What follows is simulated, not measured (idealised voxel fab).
Process module heading - voxel gate over fins
The cross-section shown here is cut; it is 290 nm wide and divided into square cells measuring 5 nm on a side.
Square cells in a grid make up a cross-section in this document, and the grid is given as bands, listed from the top down, each one or more rows of cells. This entry defines a band. It first specifies the height of the band's top and the height of its bottom in nm, and then specifies the band's materials from left to right, stating each material with its width in nm. The word "full width" identifies a single material that fills the band from edge to edge, while the word "blank" identifies empty space. Measure heights from 0. That's the level where, below it, the as-received wafer is all one material. The lowest band is bottomless and extends downward; write it as in "0..down". Graded width ("30..40"): value in top row of band = first number; value in bottom row = second number; row-to-row change constant. Given "remained unchanged" for a step, no cell of the cross-section differs between before and after that step. You'll see "Closed void roster" listing empty spaces that have no way open to the top, as long as they're 8 cells or more; the notation is width x height at distance, where the distance is from the left edge, and all of it is in nm. Post-settings text on a step line: simulator's own remark regarding the step. You can add "overlay nm" to a step's line. For a step with a mask, it describes how far the mask lay to the right of its planned position, and a negative number describes a lay to the left.

Steps in the process plan
1) RECEIVE (material Si)
2) CONFORMAL_DEP (material SiN; thk nm 5)
3) PATTERN (tone cover; mask id FINS; material resist; width nm 15; pitch nm 35; thk nm 20; overlay nm 0)
4) DIRECTIONAL_ETCH (etch materials SiN; depth nm 5)
5) DIRECTIONAL_ETCH (etch materials Si; depth nm 25)
6) STRIP (etch materials resist)
7) FILL_DEP (material SiO2; thk nm 5)
8) CMP (height nm 5)
9) SELECTIVE_ETCH (etch materials SiO2; depth nm 20)
10) STRIP (etch materials SiN)
11) CONFORMAL_DEP (material HfO2; thk nm 5)
12) CONFORMAL_DEP (material TiN; thk nm 5)
13) CONFORMAL_DEP (material TiAl; thk nm 5)
14) CONFORMAL_DEP (material TiN; thk nm 5)
15) FILL_DEP (material W; thk nm 10)
16) CMP (height nm 25)
17) CONFORMAL_DEP (material SiCN; thk nm 5)
Keep in mind the plan's value for the depth nm of step 5 comes from the first wafer; the wafers don't share that setting, but they do share the same starting point.

Cross-section of the first of several received wafers, showing its state after step 1
* 0..down  Si full width
* Closed void roster: none

After the module's final step, step 17: the first of several wafers in cross-section
* 30..25  SiCN full width
* 25..20  W full width
* 20..15  W 80, then TiN 125, then W 85
* 15..10  W 80, then TiN 5, then TiAl 115, then TiN 5, then W 85
* 10..5  W 80, then TiN 5, then TiAl 5, then TiN 105, then TiAl 5, then TiN 5, then W 85
* 5..0  TiN 85, then TiAl 5, then TiN 5, then HfO2 25, then TiN 10, then HfO2 25, then TiN 10, then HfO2 25, then TiN 5, then TiAl 5, then TiN 90
* 0..-5  TiAl 90, then TiN 5, then HfO2 5, then Si 15, then HfO2 5, then TiN 10, then HfO2 5, then Si 15, then HfO2 5, then TiN 10, then HfO2 5, then Si 15, then HfO2 5, then TiN 5, then TiAl 95
* -5..-10  TiN 95, then HfO2 5, then Si 15, then HfO2 5, then TiN 10, then HfO2 5, then Si 15, then HfO2 5, then TiN 10, then HfO2 5, then Si 15, then HfO2 5, then TiN 100
* -10..-15  HfO2 100, then Si 15, then HfO2 20, then Si 15, then HfO2 20, then Si 15, then HfO2 105
* -15..-25  SiO2 100, then Si 15, then SiO2 20, then Si 15, then SiO2 20, then Si 15, then SiO2 105
* -25..down  Si full width
* Closed void roster: none

Cross-section of the last wafer at end of module
* 30..25  SiCN full width
* 25..20  W full width
* 20..15  W 80, then TiN 125, then W 85
* 15..10  W 80, then TiN 5, then TiAl 115, then TiN 5, then W 85
* 10..5  W 80, then TiN 5, then TiAl 5, then TiN 105, then TiAl 5, then TiN 5, then W 85
* 5..0  TiN 85, then TiAl 5, then TiN 5, then HfO2 25, then TiN 10, then HfO2 25, then TiN 10, then HfO2 25, then TiN 5, then TiAl 5, then TiN 90
* 0..-5  TiAl 90, then TiN 5, then HfO2 5, then Si 15, then HfO2 5, then TiN 10, then HfO2 5, then Si 15, then HfO2 5, then TiN 10, then HfO2 5, then Si 15, then HfO2 5, then TiN 5, then TiAl 95
* -5..-10  TiN 95, then HfO2 5, then Si 15, then HfO2 5, then TiN 10, then HfO2 5, then Si 15, then HfO2 5, then TiN 10, then HfO2 5, then Si 15, then HfO2 5, then TiN 100
* -10..-15  HfO2 100, then Si 15, then HfO2 20, then Si 15, then HfO2 20, then Si 15, then HfO2 105
* -15..-50  SiO2 100, then Si 15, then SiO2 20, then Si 15, then SiO2 20, then Si 15, then SiO2 105
* -50..down  Si full width
* Closed void roster: none

For your reference, the table is organized with a row per wafer; each row reflects the wafer at the end of the module, indicating for each material the cells gained (+) or lost (-) since receipt, and thereafter its closed voids
depth nm 25; +76 HfO2; -245 Si; +58 SiCN; +98 SiO2; +64 TiAl; +140 TiN; +157 W; Closed void roster: none
depth nm 30; +76 HfO2; -294 Si; +58 SiCN; +147 SiO2; +64 TiAl; +140 TiN; +157 W; Closed void roster: none
depth nm 35; +76 HfO2; -343 Si; +58 SiCN; +196 SiO2; +64 TiAl; +140 TiN; +157 W; Closed void roster: none
depth nm 40; +76 HfO2; -392 Si; +58 SiCN; +245 SiO2; +64 TiAl; +140 TiN; +157 W; Closed void roster: none
depth nm 45; +76 HfO2; -441 Si; +58 SiCN; +294 SiO2; +64 TiAl; +140 TiN; +157 W; Closed void roster: none
depth nm 50; +76 HfO2; -490 Si; +58 SiCN; +343 SiO2; +64 TiAl; +140 TiN; +157 W; Closed void roster: none
